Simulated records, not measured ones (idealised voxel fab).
process module | voxel wiring stack
cross-section cut | 160 nm wide | cells 5 nm
A cross-section is a grid of square cells, given in bands from the top down. A band is one or more rows of cells.
Each band's line starts with the height of the band's top and of its bottom, in nm. Then come its materials from left to right, each with its width in nm. One material with "throughout" fills the band from edge to edge. "air" is empty space.
Height 0 is the level under which the wafer as received is all one material. The lowest band goes on downwards, as in "0 down".
A width such as "30 to 40" changes by the same amount from each row of cells to the next, from the band's top row to its bottom row.
"no change" after a step means that no cell of the cross-section changed.
closed voids: empty space of 8 cells or more with no open way to the top, each as width x height at its distance from the left edge, in nm
after a step's settings: what the simulator itself notes on the step
overlay nm, on a step with a mask: how far to the right of its planned place the mask lay; to the left if negative
plan
1 op RECEIVE | material Si
2 op CONFORMAL_DEP | material SiO2 | thk nm 15
3 op CONFORMAL_DEP | material SiN | thk nm 5
4 op DIRECTIONAL_DEP | material SiO2 | thk nm 25
5 op PATTERN | tone open | mask id METAL_1 | material resist | width nm 25 | pitch nm 45 | thk nm 15 | overlay nm 0
6 op DIRECTIONAL_ETCH | etch materials SiO2 | depth nm 25
7 op DIRECTIONAL_ETCH | etch materials SiN | depth nm 5
8 op STRIP | etch materials resist
9 op CONFORMAL_DEP | material TiN | thk nm 5
10 op FILL_DEP | material W | thk nm 5
11 op CMP | height nm 45
12 op CONFORMAL_DEP | material SiCN | thk nm 5
13 op DIRECTIONAL_DEP | material SiO2 | thk nm 30
14 op DIRECTIONAL_DEP | material aC | thk nm 10
15 op PATTERN | tone open | mask id METAL_2_HOLES | material resist | width nm 15 | pitch nm 90 | thk nm 30 | overlay nm 0
16 op DIRECTIONAL_ETCH | etch materials aC | depth nm 10
17 op STRIP | etch materials resist
18 op DIRECTIONAL_ETCH | etch materials SiO2 | depth nm 30
19 op STRIP | etch materials aC
20 op DIRECTIONAL_DEP | material aC | thk nm 15
21 op PATTERN | tone open | mask id METAL_2 | material resist | width nm 25 | pitch nm 45 | thk nm 35 | overlay nm 0
22 op DIRECTIONAL_ETCH | etch materials aC | depth nm 15
23 op STRIP | etch materials resist
24 op DIRECTIONAL_ETCH | etch materials SiO2 | depth nm 15
25 op DIRECTIONAL_ETCH | etch materials SiCN | depth nm 5
26 op STRIP | etch materials aC
27 op CONFORMAL_DEP | material TiN | thk nm 5
28 op FILL_DEP | material Cu | thk nm 10
29 op CMP | height nm 80
30 op CONFORMAL_DEP | material SiCN | thk nm 5
as received, after step 1
  0 down: Si throughout
  closed voids: none
first wafer at the end, as planned
  85 to 80: SiCN throughout
  80 to 70: SiO2 20 | TiN 5 | Cu 15 | TiN 5 | SiO2 20 | TiN 5 | Cu 15 | TiN 5 | SiO2 20 | TiN 5 | Cu 15 | TiN 5 | SiO2 25
  70 to 65: SiO2 20 | TiN 5 | Cu 5 | TiN 15 | SiO2 20 | TiN 25 | SiO2 20 | TiN 5 | Cu 5 | TiN 15 | SiO2 25
  65 to 50: SiO2 20 | TiN 5 | Cu 5 | TiN 5 | SiO2 75 | TiN 5 | Cu 5 | TiN 5 | SiO2 35
  50 to 45: SiCN 20 | TiN 15 | SiCN 75 | TiN 15 | SiCN 35
  45 to 20: SiO2 20 | TiN 5 | W 15 | TiN 5 | SiO2 20 | TiN 5 | W 15 | TiN 5 | SiO2 20 | TiN 5 | W 15 | TiN 5 | SiO2 25
  20 to 15: SiN 20 | TiN 25 | SiN 20 | TiN 25 | SiN 20 | TiN 25 | SiN 25
  15 to 0: SiO2 throughout
  0 down: Si throughout
  closed voids: none
second wafer at the end: like start, like plan, one mistake
  85 to 80: SiCN throughout
  80 to 75: TiN 25 | Cu 15 | TiN 30 | Cu 15 | TiN 30 | Cu 15 | TiN 30
  75 to 65: SiO2 20 | TiN 5 | Cu 15 | TiN 5 | SiO2 20 | TiN 5 | Cu 15 | TiN 5 | SiO2 20 | TiN 5 | Cu 15 | TiN 5 | SiO2 25
  65 to 60: SiO2 20 | TiN 5 | Cu 5 | TiN 15 | SiO2 20 | TiN 25 | SiO2 20 | TiN 5 | Cu 5 | TiN 15 | SiO2 25
  60 to 45: SiO2 20 | TiN 5 | Cu 5 | TiN 5 | SiO2 75 | TiN 5 | Cu 5 | TiN 5 | SiO2 35
  45 to 40: SiCN 20 | TiN 15 | SiCN 75 | TiN 15 | SiCN 35
  40 to 20: SiO2 20 | TiN 5 | W 15 | TiN 5 | SiO2 20 | TiN 5 | W 15 | TiN 5 | SiO2 20 | TiN 5 | W 15 | TiN 5 | SiO2 25
  20 to 15: SiN 20 | TiN 25 | SiN 20 | TiN 25 | SiN 20 | TiN 25 | SiN 25
  15 to 0: SiO2 throughout
  0 down: Si throughout
  closed voids: none
what went wrong: step 11 ran as: op CMP | height nm 40
at the end the second wafer has, in cells: 9 more of Cu | 17 fewer of SiO2 | 17 more of TiN | 9 fewer of W
